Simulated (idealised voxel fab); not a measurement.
Proc. module: voxel transistor to metal
It is cross-section cut that appears here, measuring 170 nm in width, its square cells being 5 nm in size.
Format of a cross-section: grid, square cells. Given as bands. Order: top down. Band: one or more rows of cells.
Top, bottom (nm), then materials left to right with widths (nm); lone material tagged "edge to edge" fills the whole band edge to edge; "empty" = empty space.
Below 0: as-received wafer, all one material; heights counted from there. Lowest band: no bottom, goes on down, written "0 and below".
A width given as "30 to 40" starts at the first number in the band's top row and ends at the second number in its bottom row, shifting by an equal amount at every step from row to row.
The designation "nothing got changed", where it is given for a processing step, indicates that no cell of the cross-section was altered in the course of that step.
Under "Closed void entries" you'll find the enclosed gaps, the ones with no way out to the top, that are 8 cells or bigger; each reads width x height at distance, with distance counted from the left edge, everything in nm.
That trailing text on a step's line, after the settings, is the simulator's own remark on the step.
A step line may carry the setting "overlay nm", which, for steps involving a mask, states the distance by which the mask lay to the right of its intended position; negative values denote displacement to the left.
Reading guide: pairs of cross-sections, before and after one process step; after view cut off at lowest changed band; step and settings listed under each pair. Pairs may stem from different runs of this module on the same starting wafer; continuity with the pair above only where the "Pre-step snapshot" entry states it.

-- Pre-step snapshot
> 90 down to 75 | resist=40, then empty=15, then resist=55, then empty=15, then resist=45
> 75 down to 55 | SiO2=40, then empty=15, then SiO2=55, then empty=15, then SiO2=45
> 55 down to 50 | SiN=40, then empty=15, then SiN=55, then empty=15, then SiN=45
> 50 down to 40 | SiO2=40, then TiN=5, then Ru=15, then TiN=5, then SiO2=35, then TiN=5, then Ru=15, then TiN=5, then SiO2=45
> 40 down to 35 | SiO2=40, then TiN=5, then Ru=10, then TiN=10, then SiO2=35, then TiN=10, then Ru=10, then TiN=5, then SiO2=45
> 35 down to 30 | SiO2=40, then TiN=5, then Ru=10, then TiN=5, then SiN=10, then SiCN=25, then SiN=10, then TiN=5, then Ru=10, then TiN=5, then SiO2=45
> 30 down to 25 | SiO2=40, then TiN=20, then SiN=10, then SiCN=25, then SiN=10, then TiN=20, then SiO2=45
> 25 down to -5 | SiN edge to edge
> -5 down to -10 | SiO2 edge to edge
> -10 down to -35 | SiO2=40, then Si=85, then SiO2=45
> -35 and below | Si edge to edge
> Closed void entries: none

-- Structure After Step
> 75 down to 55 | SiO2=40, then empty=15, then SiO2=55, then empty=15, then SiO2=45
> Nothing below the height 55 has changed.
> Closed void entries: none
The step carried out between the cross-section before it and the cross-section after it, both shown above, is op STRIP | etch materials resist

Pre-step snapshot: the wafer arrives at this step looking as the after cross-section in the pair just above shows it.

-- Structure After Step
> 80 down to 75 | TiN=45, then empty=5, then TiN=65, then empty=5, then TiN=50
> 75 down to 55 | SiO2=40, then TiN=5, then empty=5, then TiN=5, then SiO2=55, then TiN=5, then empty=5, then TiN=5, then SiO2=45
> 55 down to 50 | SiN=40, then TiN=15, then SiN=55, then TiN=15, then SiN=45
> Nothing below the height 50 has changed.
> Closed void entries: none
The step carried out between the cross-section before it and the cross-section after it, both shown above, is op CONFORMAL_DEP | material TiN | thk nm 5

Pre-step snapshot: the wafer arrives at this step looking as the after cross-section in the pair just above shows it.

-- Structure After Step
> 90 down to 80 | Ru edge to edge
> 80 down to 75 | TiN=45, then Ru=5, then TiN=65, then Ru=5, then TiN=50
> 75 down to 55 | SiO2=40, then TiN=5, then Ru=5, then TiN=5, then SiO2=55, then TiN=5, then Ru=5, then TiN=5, then SiO2=45
> Nothing below the height 55 has changed.
> Closed void entries: none
The step carried out between the cross-section before it and the cross-section after it, both shown above, is op FILL_DEP | material Ru | thk nm 10

Pre-step snapshot: the wafer arrives at this step looking as the after cross-section in the pair just above shows it.

-- Structure After Step
> 75 down to 55 | SiO2=40, then TiN=5, then Ru=5, then TiN=5, then SiO2=55, then TiN=5, then Ru=5, then TiN=5, then SiO2=45
> Nothing below the height 55 has changed.
> Closed void entries: none
The step carried out between the cross-section before it and the cross-section after it, both shown above, is op CMP | height nm 75

Pre-step snapshot: the wafer arrives at this step looking as the after cross-section in the pair just above shows it.

-- Structure After Step
> 80 down to 75 | SiN edge to edge
> Nothing below the height 75 has changed.
> Closed void entries: none
The step carried out between the cross-section before it and the cross-section after it, both shown above, is op CONFORMAL_DEP | material SiN | thk nm 5

-- Pre-step snapshot
> 75 down to 55 | SiO2 edge to edge
> 55 down to 50 | SiN edge to edge
> 50 down to 40 | SiO2=40, then TiN=5, then Ru=15, then TiN=5, then SiO2=35, then TiN=5, then Ru=15, then TiN=5, then SiO2=45
> 40 down to 35 | SiO2=40, then TiN=5, then Ru=10, then TiN=10, then SiO2=35, then TiN=10, then Ru=10, then TiN=5, then SiO2=45
> 35 down to 25 | SiO2=40, then TiN=5, then Ru=10, then TiN=5, then SiN=10, then SiCN=25, then SiN=10, then TiN=5, then Ru=10, then TiN=5, then SiO2=45
> 25 down to 0 | SiO2=40, then TiN=5, then Ru=10, then TiN=5, then SiN=10, then polySi=25, then SiN=10, then TiN=5, then Ru=10, then TiN=5, then SiO2=45
> 0 down to -5 | SiO2=40, then TiN=20, then SiN=10, then polySi=25, then SiN=10, then TiN=20, then SiO2=45
> -5 down to -10 | SiO2=35, then nSi=25, then SiO2=45, then nSi=25, then SiO2=40
> -10 down to -35 | SiO2=40, then Si=85, then SiO2=45
> -35 and below | Si edge to edge
> Closed void entries: none

-- Structure After Step
> 90 down to 75 | empty=40, then resist=15, then empty=55, then resist=15, then empty=45
> Nothing below the height 75 has changed.
> Closed void entries: none
The step carried out between the cross-section before it and the cross-section after it, both shown above, is op PATTERN | tone cover | mask id METAL_1 | material resist | width nm 15 | pitch nm 70 | thk nm 15 | overlay nm 0

Pre-step snapshot: the wafer arrives at this step looking as the after cross-section in the pair just above shows it.

-- Structure After Step
> 90 down to 75 | empty=40, then resist=15, then empty=55, then resist=15, then empty=45
> 75 down to 55 | empty=40, then SiO2=15, then empty=55, then SiO2=15, then empty=45
> Nothing below the height 55 has changed.
> Closed void entries: none
The step carried out between the cross-section before it and the cross-section after it, both shown above, is op DIRECTIONAL_ETCH | etch materials SiO2 | depth nm 20

Pre-step snapshot: the wafer arrives at this step looking as the after cross-section in the pair just above shows it.

-- Structure After Step
> 90 down to 75 | empty=40, then resist=15, then empty=55, then resist=15, then empty=45
> 75 down to 55 | empty=40, then SiO2=15, then empty=55, then SiO2=15, then empty=45
> 55 down to 50 | empty=40, then SiN=15, then empty=55, then SiN=15, then empty=45
> Nothing below the height 50 has changed.
> Closed void entries: none
The step carried out between the cross-section before it and the cross-section after it, both shown above, is op DIRECTIONAL_ETCH | etch materials SiN | depth nm 5

Pre-step snapshot: the wafer arrives at this step looking as the after cross-section in the pair just above shows it.

-- Structure After Step
> 75 down to 55 | empty=40, then SiO2=15, then empty=55, then SiO2=15, then empty=45
> Nothing below the height 55 has changed.
> Closed void entries: none
The step carried out between the cross-section before it and the cross-section after it, both shown above, is op STRIP | etch materials resist

Pre-step snapshot: the wafer arrives at this step looking as the after cross-section in the pair just above shows it.

-- Structure After Step
> 80 down to 75 | empty=35, then TiN=25, then empty=45, then TiN=25, then empty=40
> 75 down to 55 | empty=35, then TiN=5, then SiO2=15, then TiN=5, then empty=45, then TiN=5, then SiO2=15, then TiN=5, then empty=40
> 55 down to 50 | TiN=40, then SiN=15, then TiN=55, then SiN=15, then TiN=45
> Nothing below the height 50 has changed.
> Closed void entries: none
The step carried out between the cross-section before it and the cross-section after it, both shown above, is op CONFORMAL_DEP | material TiN | thk nm 5

Pre-step snapshot: the wafer arrives at this step looking as the after cross-section in the pair just above shows it.

-- Structure After Step
> 90 down to 80 | Ru edge to edge
> 80 down to 75 | Ru=35, then TiN=25, then Ru=45, then TiN=25, then Ru=40
> 75 down to 55 | Ru=35, then TiN=5, then SiO2=15, then TiN=5, then Ru=45, then TiN=5, then SiO2=15, then TiN=5, then Ru=40
> Nothing below the height 55 has changed.
> Closed void entries: none
The step carried out between the cross-section before it and the cross-section after it, both shown above, is op FILL_DEP | material Ru | thk nm 10

Pre-step snapshot: the wafer arrives at this step looking as the after cross-section in the pair just above shows it.

-- Structure After Step
> 75 down to 55 | Ru=35, then TiN=5, then SiO2=15, then TiN=5, then Ru=45, then TiN=5, then SiO2=15, then TiN=5, then Ru=40
> Nothing below the height 55 has changed.
> Closed void entries: none
The step carried out between the cross-section before it and the cross-section after it, both shown above, is op CMP | height nm 75

Pre-step snapshot: the wafer arrives at this step looking as the after cross-section in the pair just above shows it.

-- Structure After Step
> 80 down to 75 | SiN edge to edge
> Nothing below the height 75 has changed.
> Closed void entries: none
The step carried out between the cross-section before it and the cross-section after it, both shown above, is op CONFORMAL_DEP | material SiN | thk nm 5
